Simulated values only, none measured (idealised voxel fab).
Herein follows the process module entitled voxel gate over fins.
The figure presents cross-section cut, which has a width of 245 nm and is divided into square cells with an edge length of 5 nm.
When this document writes out a cross-section, it uses a grid of square cells and lists it as bands, beginning at the top and moving down, with a band standing for one or more rows of cells.
Per band: top height and bottom height in nm, followed by the left-to-right materials and their widths in nm; "throughout" marks a single material spanning edge to edge, "blank" marks empty space.
Heights are expressed relative to 0, this being the level below which the as-received wafer comprises one material exclusively. The lowest band is unbounded in the downward direction and is denoted as in "top 0, no bottom".
Per-row width for "30..40": begins at first number (top row of band), ends at second number (bottom row), increment between rows held constant.
Take "nothing changed" at face value: in the step it is given for, the cross-section changed in none of its cells.
If an empty space has no open way to the top and is at least 8 cells in size, "Sealed voids" lists it, written width x height at distance, where distance is measured from the left edge and every value is in nm.
after a step's settings: what the simulator itself notes on the step
overlay nm: for a step with a mask, the amount by which the mask lay right of where it was planned; a negative amount means left of it.
List of planned process steps
| 1 | RECEIVE: material Si |
| 2 | CONFORMAL_DEP: material SiN, thk nm 10 |
| 3 | DIRECTIONAL_DEP: material aC, thk nm 10 |
| 4 | PATTERN: tone cover, mask id FINS, material resist, width nm 15, pitch nm 45, thk nm 30, overlay nm 0 |
| 5 | DIRECTIONAL_ETCH: etch materials aC, depth nm 10 |
| 6 | STRIP: etch materials resist |
| 7 | DIRECTIONAL_ETCH: etch materials SiN, depth nm 10 |
| 8 | DIRECTIONAL_ETCH: etch materials Si, depth nm 30 |
| 9 | STRIP: etch materials aC |
| 10 | FILL_DEP: material SiO2, thk nm 10 |
| 11 | CMP: height nm 10 |
| 12 | SELECTIVE_ETCH: etch materials SiO2, depth nm 20 |
| 13 | STRIP: etch materials SiN |
| 14 | CONFORMAL_DEP: material HfO2, thk nm 5 |
| 15 | CONFORMAL_DEP: material TiN, thk nm 5 |
| 16 | FILL_DEP: material W, thk nm 10 |
| 17 | CMP: height nm 15 |
| 18 | CONFORMAL_DEP: material SiCN, thk nm 5 |
as received, after step 1
> top 0, no bottom | Si throughout
> Sealed voids: none
Final cross-section, module run with one mistake (start and plan as above)
> top 20, bottom 15 | SiCN throughout
> top 15, bottom 5 | W throughout
> top 5, bottom 0 | 85 of W | 25 of TiN | 20 of W | 25 of TiN | 90 of W
> top 0, bottom -5 | 85 of W | 5 of TiN | 15 of Si | 5 of TiN | 20 of W | 5 of TiN | 15 of Si | 5 of TiN | 90 of W
> top -5, bottom -10 | 90 of TiN | 15 of Si | 30 of TiN | 15 of Si | 95 of TiN
> top -10, bottom -30 | 90 of SiO2 | 15 of Si | 30 of SiO2 | 15 of Si | 95 of SiO2
> top -30, no bottom | Si throughout
> Sealed voids: none
Deviation noted in wafer processing: yeah, step 14 of the plan got skipped, never ran
